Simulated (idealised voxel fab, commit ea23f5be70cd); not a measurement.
Process module, titled voxel transistor to metal
Cross-section cut: width 265 nm, square cells of 5 nm.
Each cross-section below is a grid of square cells, stated as bands in top-down order, with one or more rows of cells making up each band. Band: top height; bottom height; in nm. Then, left to right: material with width in nm, for each material. "all across": a single material spanning edge to edge. "blank": empty space. Heights are reckoned from 0. Under this level, the received wafer is all of one material. The bottommost band is open-ended downward, for example "0 -> down". A two-number width, for instance "30->40", indicates that the width is equal to the first number in the top row of the band and to the second number in the bottom row, and that it changes by a constant amount per row of cells. "nothing was modified" (step): cross-section cells unchanged, all of them. The label "Closed void list" introduces a list of the empty spaces, 8 cells or larger, that have no open way up to the top; each entry in it reads width x height at distance, where the distance is taken from the left edge and all three are stated in nm. The remark found on a step's line after its settings is issued by the simulator itself and pertains to that step. Each step line may optionally specify "overlay nm", which for a step with a mask gives the rightward distance between the mask's planned place and where it lay, a negative value indicating the leftward direction. Guide to the pairs. Each holds a before and an after cross-section around one process step; the after cross-section is cut off at the lowest band that changed. Look under the pair for the step between them and its settings. Pairs can come from different runs of this module on the same starting wafer, so a pair follows on from the one above it only where its entry headed "Pre-step profile" says it does.

Pre-step profile:
	0 -> down | Si all across
	Closed void list: none

Post-Step Cross-Section:
	5 -> 0 | SiO2 all across
	Lower than 0, everything is as it was.
	Closed void list: none
The two cross-sections above are separated by a single process step, namely CONFORMAL_DEP (material SiO2; thk nm 5)

Pre-step profile: This step starts from the configuration shown after the step in the pair immediately above.

Post-Step Cross-Section:
	15 -> 5 | SiN all across
	Lower than 5, everything is as it was.
	Closed void list: none
The two cross-sections above are separated by a single process step, namely CONFORMAL_DEP (material SiN; thk nm 10)

Pre-step profile: This step starts from the configuration shown after the step in the pair immediately above.

Post-Step Cross-Section:
	35 -> 15 | 20 of blank  100 of resist  25 of blank  100 of resist  20 of blank
	Lower than 15, everything is as it was.
	Closed void list: none
The two cross-sections above are separated by a single process step, namely PATTERN (tone cover; mask id ACTIVE; material resist; width nm 100; pitch nm 125; thk nm 20; overlay nm 0)

Pre-step profile: This step starts from the configuration shown after the step in the pair immediately above.

Post-Step Cross-Section:
	35 -> 15 | 20 of blank  100 of resist  25 of blank  100 of resist  20 of blank
	15 -> 5 | 20 of blank  100 of SiN  25 of blank  100 of SiN  20 of blank
	Lower than 5, everything is as it was.
	Closed void list: none
The two cross-sections above are separated by a single process step, namely DIRECTIONAL_ETCH (etch materials SiN; depth nm 10)

Pre-step profile: This step starts from the configuration shown after the step in the pair immediately above.

Post-Step Cross-Section:
	35 -> 15 | 20 of blank  100 of resist  25 of blank  100 of resist  20 of blank
	15 -> 5 | 20 of blank  100 of SiN  25 of blank  100 of SiN  20 of blank
	5 -> 0 | 20 of blank  100 of SiO2  25 of blank  100 of SiO2  20 of blank
	Lower than 0, everything is as it was.
	Closed void list: none
The two cross-sections above are separated by a single process step, namely DIRECTIONAL_ETCH (etch materials SiO2; depth nm 5)

Pre-step profile: This step starts from the configuration shown after the step in the pair immediately above.

Post-Step Cross-Section:
	35 -> 15 | 20 of blank  100 of resist  25 of blank  100 of resist  20 of blank
	15 -> 5 | 20 of blank  100 of SiN  25 of blank  100 of SiN  20 of blank
	5 -> 0 | 20 of blank  100 of SiO2  25 of blank  100 of SiO2  20 of blank
	0 -> -25 | 20 of blank  100 of Si  25 of blank  100 of Si  20 of blank
	Lower than -25, everything is as it was.
	Closed void list: none
The two cross-sections above are separated by a single process step, namely DIRECTIONAL_ETCH (etch materials Si; depth nm 25)

Pre-step profile: This step starts from the configuration shown after the step in the pair immediately above.

Post-Step Cross-Section:
	15 -> 5 | 20 of blank  100 of SiN  25 of blank  100 of SiN  20 of blank
	Lower than 5, everything is as it was.
	Closed void list: none
The two cross-sections above are separated by a single process step, namely STRIP (etch materials resist)

Pre-step profile: This step starts from the configuration shown after the step in the pair immediately above.

Post-Step Cross-Section:
	15 -> 5 | 20 of blank  100 of SiN  25 of blank  100 of SiN  20 of blank
	5 -> 0 | 20 of blank  100 of SiO2  25 of blank  100 of SiO2  20 of blank
	0 -> -25 | 20 of blank  5 of SiO2  90 of Si  5 of SiO2  25 of blank  5 of SiO2  90 of Si  5 of SiO2  20 of blank
	-25 -> -30 | 25 of SiO2  90 of Si  35 of SiO2  90 of Si  25 of SiO2
	Lower than -30, everything is as it was.
	Closed void list: none
The two cross-sections above are separated by a single process step, namely OXIDIZE (depth nm 5)

Pre-step profile: This step starts from the configuration shown after the step in the pair immediately above.

Post-Step Cross-Section:
	20 -> 15 | SiO2 all across
	15 -> 5 | 20 of SiO2  100 of SiN  25 of SiO2  100 of SiN  20 of SiO2
	5 -> 0 | SiO2 all across
	0 -> -30 | 25 of SiO2  90 of Si  35 of SiO2  90 of Si  25 of SiO2
	Lower than -30, everything is as it was.
	Closed void list: none
The two cross-sections above are separated by a single process step, namely FILL_DEP (material SiO2; thk nm 5)

Pre-step profile: This step starts from the configuration shown after the step in the pair immediately above.

Post-Step Cross-Section:
	15 -> 5 | 20 of SiO2  100 of SiN  25 of SiO2  100 of SiN  20 of SiO2
	Lower than 5, everything is as it was.
	Closed void list: none
The two cross-sections above are separated by a single process step, namely CMP (height nm 15)

Pre-step profile: This step starts from the configuration shown after the step in the pair immediately above.

Post-Step Cross-Section:
	15 -> 5 | 20 of blank  100 of SiN  25 of blank  100 of SiN  20 of blank
	Lower than 5, everything is as it was.
	Closed void list: none
The two cross-sections above are separated by a single process step, namely SELECTIVE_ETCH (etch materials SiO2; depth nm 10)

Pre-step profile: This step starts from the configuration shown after the step in the pair immediately above.

Post-Step Cross-Section:
	5 -> 0 | SiO2 all across
	Lower than 0, everything is as it was.
	Closed void list: none
The two cross-sections above are separated by a single process step, namely STRIP (etch materials SiN)

Pre-step profile: This step starts from the configuration shown after the step in the pair immediately above.

Post-Step Cross-Section:
	0 -> -30 | 25 of SiO2  90 of Si  35 of SiO2  90 of Si  25 of SiO2
	Lower than -30, everything is as it was.
	Closed void list: none
The two cross-sections above are separated by a single process step, namely SELECTIVE_ETCH (etch materials SiO2; depth nm 5)

Pre-step profile: This step starts from the configuration shown after the step in the pair immediately above.

Post-Step Cross-Section:
	0 -> -5 | SiO2 all across
	Lower than -5, everything is as it was.
	Closed void list: none
The two cross-sections above are separated by a single process step, namely OXIDIZE (depth nm 5)

Pre-step profile: This step starts from the configuration shown after the step in the pair immediately above.

Post-Step Cross-Section:
	30 -> 0 | polySi all across
	Lower than 0, everything is as it was.
	Closed void list: none
The two cross-sections above are separated by a single process step, namely DIRECTIONAL_DEP (material polySi; thk nm 30)

Pre-step profile: This step starts from the configuration shown after the step in the pair immediately above.

Post-Step Cross-Section:
	45 -> 30 | SiCN all across
	Lower than 30, everything is as it was.
	Closed void list: none
The two cross-sections above are separated by a single process step, namely DIRECTIONAL_DEP (material SiCN; thk nm 15)

Pre-step profile: This step starts from the configuration shown after the step in the pair immediately above.

Post-Step Cross-Section:
	60 -> 45 | aC all across
	Lower than 45, everything is as it was.
	Closed void list: none
The two cross-sections above are separated by a single process step, namely DIRECTIONAL_DEP (material aC; thk nm 15)

Pre-step profile: This step starts from the configuration shown after the step in the pair immediately above.

Post-Step Cross-Section:
	90 -> 60 | 60 of blank  20 of resist  105 of blank  20 of resist  60 of blank
	Lower than 60, everything is as it was.
	Closed void list: none
The two cross-sections above are separated by a single process step, namely PATTERN (tone cover; mask id GATE; material resist; width nm 20; pitch nm 125; thk nm 30; overlay nm 0)

Pre-step profile: This step starts from the configuration shown after the step in the pair immediately above.

Post-Step Cross-Section:
	75 -> 60 | 60 of blank  20 of resist  105 of blank  20 of resist  60 of blank
	60 -> 45 | 60 of blank  20 of aC  105 of blank  20 of aC  60 of blank
	Lower than 45, everything is as it was.
	Closed void list: none
The two cross-sections above are separated by a single process step, namely DIRECTIONAL_ETCH (etch materials aC; depth nm 15)

Pre-step profile: This step starts from the configuration shown after the step in the pair immediately above.

Post-Step Cross-Section:
	60 -> 45 | 60 of blank  20 of aC  105 of blank  20 of aC  60 of blank
	Lower than 45, everything is as it was.
	Closed void list: none
The two cross-sections above are separated by a single process step, namely STRIP (etch materials resist)

Pre-step profile: This step starts from the configuration shown after the step in the pair immediately above.

Post-Step Cross-Section:
	60 -> 45 | 60 of blank  20 of aC  105 of blank  20 of aC  60 of blank
	45 -> 30 | 60 of blank  20 of SiCN  105 of blank  20 of SiCN  60 of blank
	Lower than 30, everything is as it was.
	Closed void list: none
The two cross-sections above are separated by a single process step, namely DIRECTIONAL_ETCH (etch materials SiCN; depth nm 25)

Pre-step profile: This step starts from the configuration shown after the step in the pair immediately above.

Post-Step Cross-Section:
	60 -> 45 | 60 of blank  20 of aC  105 of blank  20 of aC  60 of blank
	45 -> 30 | 60 of blank  20 of SiCN  105 of blank  20 of SiCN  60 of blank
	30 -> 0 | 60 of blank  20 of polySi  105 of blank  20 of polySi  60 of blank
	Lower than 0, everything is as it was.
	Closed void list: none
The two cross-sections above are separated by a single process step, namely DIRECTIONAL_ETCH (etch materials polySi; depth nm 40)

Pre-step profile: This step starts from the configuration shown after the step in the pair immediately above.

Post-Step Cross-Section:
	45 -> 30 | 60 of blank  20 of SiCN  105 of blank  20 of SiCN  60 of blank
	Lower than 30, everything is as it was.
	Closed void list: none
The two cross-sections above are separated by a single process step, namely STRIP (etch materials aC)

Pre-step profile: This step starts from the configuration shown after the step in the pair immediately above.

Post-Step Cross-Section:
	55 -> 45 | 50 of blank  40 of SiN  85 of blank  40 of SiN  50 of blank
	45 -> 30 | 50 of blank  10 of SiN  20 of SiCN  10 of SiN  85 of blank  10 of SiN  20 of SiCN  10 of SiN  50 of blank
	30 -> 10 | 50 of blank  10 of SiN  20 of polySi  10 of SiN  85 of blank  10 of SiN  20 of polySi  10 of SiN  50 of blank
	10 -> 0 | 60 of SiN  20 of polySi  105 of SiN  20 of polySi  60 of SiN
	Lower than 0, everything is as it was.
	Closed void list: none
The two cross-sections above are separated by a single process step, namely CONFORMAL_DEP (material SiN; thk nm 10)

Pre-step profile: This step starts from the configuration shown after the step in the pair immediately above.

Post-Step Cross-Section:
	45 -> 30 | 50 of blank  10 of SiN  20 of SiCN  10 of SiN  85 of blank  10 of SiN  20 of SiCN  10 of SiN  50 of blank
	30 -> 0 | 50 of blank  10 of SiN  20 of polySi  10 of SiN  85 of blank  10 of SiN  20 of polySi  10 of SiN  50 of blank
	Lower than 0, everything is as it was.
	Closed void list: none
The two cross-sections above are separated by a single process step, namely DIRECTIONAL_ETCH (etch materials SiN; depth nm 10)

Pre-step profile: This step starts from the configuration shown after the step in the pair immediately above.

Post-Step Cross-Section:
	45 -> 30 | 50 of blank  10 of SiN  20 of SiCN  10 of SiN  85 of blank  10 of SiN  20 of SiCN  10 of SiN  50 of blank
	30 -> 0 | 50 of blank  10 of SiN  20 of polySi  10 of SiN  85 of blank  10 of SiN  20 of polySi  10 of SiN  50 of blank
	0 -> -5 | 50 of blank  40 of SiO2  85 of blank  40 of SiO2  50 of blank
	Lower than -5, everything is as it was.
	Closed void list: none
The two cross-sections above are separated by a single process step, namely DIRECTIONAL_ETCH (etch materials SiO2; depth nm 5)

Pre-step profile: This step starts from the configuration shown after the step in the pair immediately above.

Post-Step Cross-Section:
	45 -> 30 | 50 of blank  10 of SiN  20 of SiCN  10 of SiN  85 of blank  10 of SiN  20 of SiCN  10 of SiN  50 of blank
	30 -> 0 | 50 of blank  10 of SiN  20 of polySi  10 of SiN  85 of blank  10 of SiN  20 of polySi  10 of SiN  50 of blank
	0 -> -5 | 50 of blank  40 of SiO2  85 of blank  40 of SiO2  50 of blank
	-5 -> -15 | 25 of SiO2  25 of blank  40 of Si  25 of blank  35 of SiO2  25 of blank  40 of Si  25 of blank  25 of SiO2
	Lower than -15, everything is as it was.
	Closed void list: none
The two cross-sections above are separated by a single process step, namely DIRECTIONAL_ETCH (etch materials Si; depth nm 10)

Pre-step profile: This step starts from the configuration shown after the step in the pair immediately above.

Post-Step Cross-Section:
	45 -> 30 | 50 of blank  10 of SiN  20 of SiCN  10 of SiN  85 of blank  10 of SiN  20 of SiCN  10 of SiN  50 of blank
	30 -> 10 | 50 of blank  10 of SiN  20 of polySi  10 of SiN  85 of blank  10 of SiN  20 of polySi  10 of SiN  50 of blank
	10 -> 0 | 35 of blank  15 of SiGe  10 of SiN  20 of polySi  10 of SiN  15 of SiGe  55 of blank  15 of SiGe  10 of SiN  20 of polySi  10 of SiN  15 of SiGe  35 of blank
	0 -> -5 | 20 of blank  30 of SiGe  40 of SiO2  30 of SiGe  25 of blank  30 of SiGe  40 of SiO2  30 of SiGe  20 of blank
	-5 -> -15 | 25 of SiO2  25 of SiGe  40 of Si  25 of SiGe  35 of SiO2  25 of SiGe  40 of Si  25 of SiGe  25 of SiO2
	Lower than -15, everything is as it was.
	Closed void list: none
The two cross-sections above are separated by a single process step, namely EPI (material SiGe; thk nm 15)

Pre-step profile: This step starts from the configuration shown after the step in the pair immediately above.

Post-Step Cross-Section:
	50 -> 45 | SiO2 all across
	45 -> 30 | 50 of SiO2  10 of SiN  20 of SiCN  10 of SiN  85 of SiO2  10 of SiN  20 of SiCN  10 of SiN  50 of SiO2
	30 -> 10 | 50 of SiO2  10 of SiN  20 of polySi  10 of SiN  85 of SiO2  10 of SiN  20 of polySi  10 of SiN  50 of SiO2
	10 -> 0 | 35 of SiO2  15 of SiGe  10 of SiN  20 of polySi  10 of SiN  15 of SiGe  55 of SiO2  15 of SiGe  10 of SiN  20 of polySi  10 of SiN  15 of SiGe  35 of SiO2
	0 -> -5 | 20 of SiO2  30 of SiGe  40 of SiO2  30 of SiGe  25 of SiO2  30 of SiGe  40 of SiO2  30 of SiGe  20 of SiO2
	Lower than -5, everything is as it was.
	Closed void list: none
The two cross-sections above are separated by a single process step, namely FILL_DEP (material SiO2; thk nm 5)

Pre-step profile: This step starts from the configuration shown after the step in the pair immediately above.

Post-Step Cross-Section:
	45 -> 30 | 50 of SiO2  10 of SiN  20 of SiCN  10 of SiN  85 of SiO2  10 of SiN  20 of SiCN  10 of SiN  50 of SiO2
	Lower than 30, everything is as it was.
	Closed void list: none
The two cross-sections above are separated by a single process step, namely CMP (height nm 45)

Pre-step profile: This step starts from the configuration shown after the step in the pair immediately above.

Post-Step Cross-Section:
	60 -> 45 | SiO2 all across
	Lower than 45, everything is as it was.
	Closed void list: none
The two cross-sections above are separated by a single process step, namely DIRECTIONAL_DEP (material SiO2; thk nm 15)

Pre-step profile: This step starts from the configuration shown after the step in the pair immediately above.

Post-Step Cross-Section:
	75 -> 60 | aC all across
	Lower than 60, everything is as it was.
	Closed void list: none
The two cross-sections above are separated by a single process step, namely DIRECTIONAL_DEP (material aC; thk nm 15)

Pre-step profile: This step starts from the configuration shown after the step in the pair immediately above.

Post-Step Cross-Section:
	110 -> 75 | 25 of resist  20 of blank  50 of resist  20 of blank  35 of resist  20 of blank  50 of resist  20 of blank  25 of resist
	Lower than 75, everything is as it was.
	Closed void list: none
The two cross-sections above are separated by a single process step, namely PATTERN (tone open; mask id CONTACT; material resist; width nm 20; thk nm 35; overlay nm 0)

Pre-step profile: This step starts from the configuration shown after the step in the pair immediately above.

Post-Step Cross-Section:
	95 -> 75 | 25 of resist  20 of blank  50 of resist  20 of blank  35 of resist  20 of blank  50 of resist  20 of blank  25 of resist
	75 -> 60 | 25 of aC  20 of blank  50 of aC  20 of blank  35 of aC  20 of blank  50 of aC  20 of blank  25 of aC
	Lower than 60, everything is as it was.
	Closed void list: none
The two cross-sections above are separated by a single process step, namely DIRECTIONAL_ETCH (etch materials aC; depth nm 15)

Pre-step profile: This step starts from the configuration shown after the step in the pair immediately above.

Post-Step Cross-Section:
	75 -> 60 | 25 of aC  20 of blank  50 of aC  20 of blank  35 of aC  20 of blank  50 of aC  20 of blank  25 of aC
	Lower than 60, everything is as it was.
	Closed void list: none
The two cross-sections above are separated by a single process step, namely STRIP (etch materials resist)

Pre-step profile: This step starts from the configuration shown after the step in the pair immediately above.

Post-Step Cross-Section:
	75 -> 60 | 25 of aC  20 of blank  50 of aC  20 of blank  35 of aC  20 of blank  50 of aC  20 of blank  25 of aC
	60 -> 45 | 25 of SiO2  20 of blank  50 of SiO2  20 of blank  35 of SiO2  20 of blank  50 of SiO2  20 of blank  25 of SiO2
	45 -> 30 | 25 of SiO2  20 of blank  5 of SiO2  10 of SiN  20 of SiCN  10 of SiN  5 of SiO2  20 of blank  35 of SiO2  20 of blank  5 of SiO2  10 of SiN  20 of SiCN  10 of SiN  5 of SiO2  20 of blank  25 of SiO2
	30 -> 10 | 25 of SiO2  20 of blank  5 of SiO2  10 of SiN  20 of polySi  10 of SiN  5 of SiO2  20 of blank  35 of SiO2  20 of blank  5 of SiO2  10 of SiN  20 of polySi  10 of SiN  5 of SiO2  20 of blank  25 of SiO2
	10 -> 0 | 25 of SiO2  10 of blank  15 of SiGe  10 of SiN  20 of polySi  10 of SiN  15 of SiGe  10 of blank  35 of SiO2  10 of blank  15 of SiGe  10 of SiN  20 of polySi  10 of SiN  15 of SiGe  10 of blank  25 of SiO2
	Lower than 0, everything is as it was.
	Closed void list: none
The two cross-sections above are separated by a single process step, namely DIRECTIONAL_ETCH (etch materials SiO2; depth nm 60)

Pre-step profile: This step starts from the configuration shown after the step in the pair immediately above.

Post-Step Cross-Section:
	60 -> 45 | 25 of SiO2  20 of blank  50 of SiO2  20 of blank  35 of SiO2  20 of blank  50 of SiO2  20 of blank  25 of SiO2
	Lower than 45, everything is as it was.
	Closed void list: none
The two cross-sections above are separated by a single process step, namely STRIP (etch materials aC)

Pre-step profile: This step starts from the configuration shown after the step in the pair immediately above.

Post-Step Cross-Section:
	65 -> 60 | 30 of TiN  10 of blank  60 of TiN  10 of blank  45 of TiN  10 of blank  60 of TiN  10 of blank  30 of TiN
	60 -> 45 | 25 of SiO2  5 of TiN  10 of blank  5 of TiN  50 of SiO2  5 of TiN  10 of blank  5 of TiN  35 of SiO2  5 of TiN  10 of blank  5 of TiN  50 of SiO2  5 of TiN  10 of blank  5 of TiN  25 of SiO2
	45 -> 30 | 25 of SiO2  5 of TiN  10 of blank  5 of TiN  5 of SiO2  10 of SiN  20 of SiCN  10 of SiN  5 of SiO2  5 of TiN  10 of blank  5 of TiN  35 of SiO2  5 of TiN  10 of blank  5 of TiN  5 of SiO2  10 of SiN  20 of SiCN  10 of SiN  5 of SiO2  5 of TiN  10 of blank  5 of TiN  25 of SiO2
	30 -> 15 | 25 of SiO2  5 of TiN  10 of blank  5 of TiN  5 of SiO2  10 of SiN  20 of polySi  10 of SiN  5 of SiO2  5 of TiN  10 of blank  5 of TiN  35 of SiO2  5 of TiN  10 of blank  5 of TiN  5 of SiO2  10 of SiN  20 of polySi  10 of SiN  5 of SiO2  5 of TiN  10 of blank  5 of TiN  25 of SiO2
	15 -> 10 | 25 of SiO2  20 of TiN  5 of SiO2  10 of SiN  20 of polySi  10 of SiN  5 of SiO2  20 of TiN  35 of SiO2  20 of TiN  5 of SiO2  10 of SiN  20 of polySi  10 of SiN  5 of SiO2  20 of TiN  25 of SiO2
	10 -> 0 | 25 of SiO2  10 of TiN  15 of SiGe  10 of SiN  20 of polySi  10 of SiN  15 of SiGe  10 of TiN  35 of SiO2  10 of TiN  15 of SiGe  10 of SiN  20 of polySi  10 of SiN  15 of SiGe  10 of TiN  25 of SiO2
	Lower than 0, everything is as it was.
	Closed void list: none
The two cross-sections above are separated by a single process step, namely CONFORMAL_DEP (material TiN; thk nm 5)

Pre-step profile: This step starts from the configuration shown after the step in the pair immediately above.

Post-Step Cross-Section:
	75 -> 65 | Ru all across
	65 -> 60 | 30 of TiN  10 of Ru  60 of TiN  10 of Ru  45 of TiN  10 of Ru  60 of TiN  10 of Ru  30 of TiN
	60 -> 45 | 25 of SiO2  5 of TiN  10 of Ru  5 of TiN  50 of SiO2  5 of TiN  10 of Ru  5 of TiN  35 of SiO2  5 of TiN  10 of Ru  5 of TiN  50 of SiO2  5 of TiN  10 of Ru  5 of TiN  25 of SiO2
	45 -> 30 | 25 of SiO2  5 of TiN  10 of Ru  5 of TiN  5 of SiO2  10 of SiN  20 of SiCN  10 of SiN  5 of SiO2  5 of TiN  10 of Ru  5 of TiN  35 of SiO2  5 of TiN  10 of Ru  5 of TiN  5 of SiO2  10 of SiN  20 of SiCN  10 of SiN  5 of SiO2  5 of TiN  10 of Ru  5 of TiN  25 of SiO2
	30 -> 15 | 25 of SiO2  5 of TiN  10 of Ru  5 of TiN  5 of SiO2  10 of SiN  20 of polySi  10 of SiN  5 of SiO2  5 of TiN  10 of Ru  5 of TiN  35 of SiO2  5 of TiN  10 of Ru  5 of TiN  5 of SiO2  10 of SiN  20 of polySi  10 of SiN  5 of SiO2  5 of TiN  10 of Ru  5 of TiN  25 of SiO2
	Lower than 15, everything is as it was.
	Closed void list: none
The two cross-sections above are separated by a single process step, namely FILL_DEP (material Ru; thk nm 10)

Pre-step profile: This step starts from the configuration shown after the step in the pair immediately above.

Post-Step Cross-Section:
	60 -> 45 | 25 of SiO2  5 of TiN  10 of Ru  5 of TiN  50 of SiO2  5 of TiN  10 of Ru  5 of TiN  35 of SiO2  5 of TiN  10 of Ru  5 of TiN  50 of SiO2  5 of TiN  10 of Ru  5 of TiN  25 of SiO2
	Lower than 45, everything is as it was.
	Closed void list: none
The two cross-sections above are separated by a single process step, namely CMP (height nm 60)

Pre-step profile: This step starts from the configuration shown after the step in the pair immediately above.

Post-Step Cross-Section:
	65 -> 60 | SiN all across
	Lower than 60, everything is as it was.
	Closed void list: none
The two cross-sections above are separated by a single process step, namely CONFORMAL_DEP (material SiN; thk nm 5)

Pre-step profile: This step starts from the configuration shown after the step in the pair immediately above.

Post-Step Cross-Section:
	85 -> 65 | lowk all across
	Lower than 65, everything is as it was.
	Closed void list: none
The two cross-sections above are separated by a single process step, namely DIRECTIONAL_DEP (material lowk; thk nm 20)

Pre-step profile: This step starts from the configuration shown after the step in the pair immediately above.

Post-Step Cross-Section:
	105 -> 85 | 25 of resist  20 of blank  50 of resist  20 of blank  35 of resist  20 of blank  50 of resist  20 of blank  25 of resist
	Lower than 85, everything is as it was.
	Closed void list: none
The two cross-sections above are separated by a single process step, namely PATTERN (tone open; mask id METAL_1; material resist; width nm 20; thk nm 20; overlay nm 0)

Pre-step profile: This step starts from the configuration shown after the step in the pair immediately above.

Post-Step Cross-Section:
	105 -> 85 | 25 of resist  20 of blank  50 of resist  20 of blank  35 of resist  20 of blank  50 of resist  20 of blank  25 of resist
	85 -> 65 | 25 of lowk  20 of blank  50 of lowk  20 of blank  35 of lowk  20 of blank  50 of lowk  20 of blank  25 of lowk
	Lower than 65, everything is as it was.
	Closed void list: none
The two cross-sections above are separated by a single process step, namely DIRECTIONAL_ETCH (etch materials lowk; depth nm 20)

Pre-step profile: This step starts from the configuration shown after the step in the pair immediately above.

Post-Step Cross-Section:
	105 -> 85 | 25 of resist  20 of blank  50 of resist  20 of blank  35 of resist  20 of blank  50 of resist  20 of blank  25 of resist
	85 -> 65 | 25 of lowk  20 of blank  50 of lowk  20 of blank  35 of lowk  20 of blank  50 of lowk  20 of blank  25 of lowk
	65 -> 60 | 25 of SiN  20 of blank  50 of SiN  20 of blank  35 of SiN  20 of blank  50 of SiN  20 of blank  25 of SiN
	Lower than 60, everything is as it was.
	Closed void list: none
The two cross-sections above are separated by a single process step, namely DIRECTIONAL_ETCH (etch materials SiN; depth nm 5)

Pre-step profile: This step starts from the configuration shown after the step in the pair immediately above.

Post-Step Cross-Section:
	85 -> 65 | 25 of lowk  20 of blank  50 of lowk  20 of blank  35 of lowk  20 of blank  50 of lowk  20 of blank  25 of lowk
	Lower than 65, everything is as it was.
	Closed void list: none
The two cross-sections above are separated by a single process step, namely STRIP (etch materials resist)

Pre-step profile: This step starts from the configuration shown after the step in the pair immediately above.

Post-Step Cross-Section:
	90 -> 85 | 30 of TiN  10 of blank  60 of TiN  10 of blank  45 of TiN  10 of blank  60 of TiN  10 of blank  30 of TiN
	85 -> 65 | 25 of lowk  5 of TiN  10 of blank  5 of TiN  50 of lowk  5 of TiN  10 of blank  5 of TiN  35 of lowk  5 of TiN  10 of blank  5 of TiN  50 of lowk  5 of TiN  10 of blank  5 of TiN  25 of lowk
	65 -> 60 | 25 of SiN  20 of TiN  50 of SiN  20 of TiN  35 of SiN  20 of TiN  50 of SiN  20 of TiN  25 of SiN
	Lower than 60, everything is as it was.
	Closed void list: none
The two cross-sections above are separated by a single process step, namely CONFORMAL_DEP (material TiN; thk nm 5)

Pre-step profile: This step starts from the configuration shown after the step in the pair immediately above.

Post-Step Cross-Section:
	95 -> 90 | Ru all across
	90 -> 85 | 30 of TiN  10 of Ru  60 of TiN  10 of Ru  45 of TiN  10 of Ru  60 of TiN  10 of Ru  30 of TiN
	85 -> 65 | 25 of lowk  5 of TiN  10 of Ru  5 of TiN  50 of lowk  5 of TiN  10 of Ru  5 of TiN  35 of lowk  5 of TiN  10 of Ru  5 of TiN  50 of lowk  5 of TiN  10 of Ru  5 of TiN  25 of lowk
	Lower than 65, everything is as it was.
	Closed void list: none
The two cross-sections above are separated by a single process step, namely FILL_DEP (material Ru; thk nm 5)

Pre-step profile: This step starts from the configuration shown after the step in the pair immediately above.

Post-Step Cross-Section:
	85 -> 65 | 25 of lowk  5 of TiN  10 of Ru  5 of TiN  50 of lowk  5 of TiN  10 of Ru  5 of TiN  35 of lowk  5 of TiN  10 of Ru  5 of TiN  50 of lowk  5 of TiN  10 of Ru  5 of TiN  25 of lowk
	Lower than 65, everything is as it was.
	Closed void list: none
The two cross-sections above are separated by a single process step, namely CMP (height nm 85)

Pre-step profile: This step starts from the configuration shown after the step in the pair immediately above.

Post-Step Cross-Section:
	90 -> 85 | SiCN all across
	Lower than 85, everything is as it was.
	Closed void list: none
The two cross-sections above are separated by a single process step, namely CONFORMAL_DEP (material SiCN; thk nm 5)

Pre-step profile: This step starts from the configuration shown after the step in the pair immediately above.

Post-Step Cross-Section:
	115 -> 90 | lowk all across
	Lower than 90, everything is as it was.
	Closed void list: none
The two cross-sections above are separated by a single process step, namely DIRECTIONAL_DEP (material lowk; thk nm 25)

Pre-step profile: This step starts from the configuration shown after the step in the pair immediately above.

Post-Step Cross-Section:
	130 -> 115 | aC all across
	Lower than 115, everything is as it was.
	Closed void list: none
The two cross-sections above are separated by a single process step, namely DIRECTIONAL_DEP (material aC; thk nm 15)

Pre-step profile: This step starts from the configuration shown after the step in the pair immediately above.

Post-Step Cross-Section:
	165 -> 130 | 25 of resist  15 of blank  110 of resist  15 of blank  100 of resist
	Lower than 130, everything is as it was.
	Closed void list: none
The two cross-sections above are separated by a single process step, namely PATTERN (tone open; mask id METAL_2_HOLES; material resist; width nm 15; pitch nm 125; thk nm 35; overlay nm 0)

Pre-step profile: This step starts from the configuration shown after the step in the pair immediately above.

Post-Step Cross-Section:
	150 -> 130 | 25 of resist  15 of blank  110 of resist  15 of blank  100 of resist
	130 -> 115 | 25 of aC  15 of blank  110 of aC  15 of blank  100 of aC
	Lower than 115, everything is as it was.
	Closed void list: none
The two cross-sections above are separated by a single process step, namely DIRECTIONAL_ETCH (etch materials aC; depth nm 15)

Pre-step profile: This step starts from the configuration shown after the step in the pair immediately above.

Post-Step Cross-Section:
	130 -> 115 | 25 of aC  15 of blank  110 of aC  15 of blank  100 of aC
	Lower than 115, everything is as it was.
	Closed void list: none
The two cross-sections above are separated by a single process step, namely STRIP (etch materials resist)

Pre-step profile: This step starts from the configuration shown after the step in the pair immediately above.

Post-Step Cross-Section:
	130 -> 115 | 25 of aC  15 of blank  110 of aC  15 of blank  100 of aC
	115 -> 90 | 25 of lowk  15 of blank  110 of lowk  15 of blank  100 of lowk
	Lower than 90, everything is as it was.
	Closed void list: none
The two cross-sections above are separated by a single process step, namely DIRECTIONAL_ETCH (etch materials lowk; depth nm 25)

Pre-step profile: This step starts from the configuration shown after the step in the pair immediately above.

Post-Step Cross-Section:
	115 -> 90 | 25 of lowk  15 of blank  110 of lowk  15 of blank  100 of lowk
	Lower than 90, everything is as it was.
	Closed void list: none
The two cross-sections above are separated by a single process step, namely STRIP (etch materials aC)

Pre-step profile: This step starts from the configuration shown after the step in the pair immediately above.

Post-Step Cross-Section:
	135 -> 115 | 25 of resist  20 of blank  105 of resist  20 of blank  95 of resist
	Lower than 115, everything is as it was.
	Closed void list: none
The two cross-sections above are separated by a single process step, namely PATTERN (tone open; mask id METAL_2; material resist; width nm 20; pitch nm 125; thk nm 20; overlay nm 0)

Pre-step profile: This step starts from the configuration shown after the step in the pair immediately above.

Post-Step Cross-Section:
	135 -> 115 | 25 of resist  20 of blank  105 of resist  20 of blank  95 of resist
	115 -> 100 | 25 of lowk  20 of blank  105 of lowk  20 of blank  95 of lowk
	Lower than 100, everything is as it was.
	Closed void list: none
The two cross-sections above are separated by a single process step, namely DIRECTIONAL_ETCH (etch materials lowk; depth nm 15)

Pre-step profile: This step starts from the configuration shown after the step in the pair immediately above.

Post-Step Cross-Section:
	135 -> 115 | 25 of resist  20 of blank  105 of resist  20 of blank  95 of resist
	115 -> 100 | 25 of lowk  20 of blank  105 of lowk  20 of blank  95 of lowk
	100 -> 90 | 25 of lowk  15 of blank  110 of lowk  15 of blank  100 of lowk
	90 -> 85 | 25 of SiCN  15 of blank  110 of SiCN  15 of blank  100 of SiCN
	Lower than 85, everything is as it was.
	Closed void list: none
The two cross-sections above are separated by a single process step, namely DIRECTIONAL_ETCH (etch materials SiCN; depth nm 5)

Pre-step profile: This step starts from the configuration shown after the step in the pair immediately above.

Post-Step Cross-Section:
	115 -> 100 | 25 of lowk  20 of blank  105 of lowk  20 of blank  95 of lowk
	Lower than 100, everything is as it was.
	Closed void list: none
The two cross-sections above are separated by a single process step, namely STRIP (etch materials resist)
